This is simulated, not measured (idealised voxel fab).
Process module under the name voxel lift off
It is cross-section cut that appears here, measuring 165 nm in width, its square cells being 5 nm in size.
In what follows, cross-sections appear as grids of square cells, described through bands that run from the top down, where every band is one or more rows of cells. First you get the band's top height and its bottom height, in nm, and then the materials it's made of, left to right, with each width in nm. If you see a single material with "throughout", that one covers the band edge to edge. "air" is empty space. All heights in this document are referenced to 0, defined as the level beneath which the wafer, as received, consists entirely of one material. The lowest band is not bounded below; it extends indefinitely downward and is written in the form "z 0 and below". Graded width ("30 to 40"): value in top row of band = first number; value in bottom row = second number; row-to-row change constant. Given "identical to before" for a step, no cell of the cross-section differs between before and after that step. "Enclosed void entries": empty spaces of 8 cells or more with no open way to the top, each given as width x height at distance, distance from the left edge, all in nm. Past the settings on a step's line: simulator remark, on that step. The optional step-line setting "overlay nm" applies to steps with a mask and quantifies how far to the right of its planned location the mask lay, a negative value indicating leftward placement.

# Planned process steps
- 1: RECEIVE [material Si]
- 2: CONFORMAL_DEP [material Al2O3] [thk nm 5]
- 3: PATTERN [tone open] [mask id LINES] [material resist] [width nm 15] [pitch nm 45] [thk nm 20] [overlay nm 0]
- 4: DIRECTIONAL_DEP [material Ru] [thk nm 5]
- 5: STRIP [etch materials resist]
- 6: CONFORMAL_DEP [material SiCN] [thk nm 5]
The value of thk nm given for step 2 in the plan refers to the first wafer; the wafers vary in this setting and are alike at the start.

# Cross-section of the first incoming wafer of several, state after step 1
	z 0 and below | Si throughout
	Enclosed void entries: none

# The rows of the table below are wafers. Looking at the end of the module, a row counts, for every material, the cells the wafer has gained, shown as (+), or lost, shown as (-), since it was received; its closed voids come next
thk nm 5, +33 Al2O3, +6 Ru, +37 SiCN, Enclosed void entries: none
thk nm 10, +66 Al2O3, +6 Ru, +37 SiCN, Enclosed void entries: none
thk nm 15, +99 Al2O3, +6 Ru, +37 SiCN, Enclosed void entries: none
thk nm 20, +132 Al2O3, +6 Ru, +37 SiCN, Enclosed void entries: none
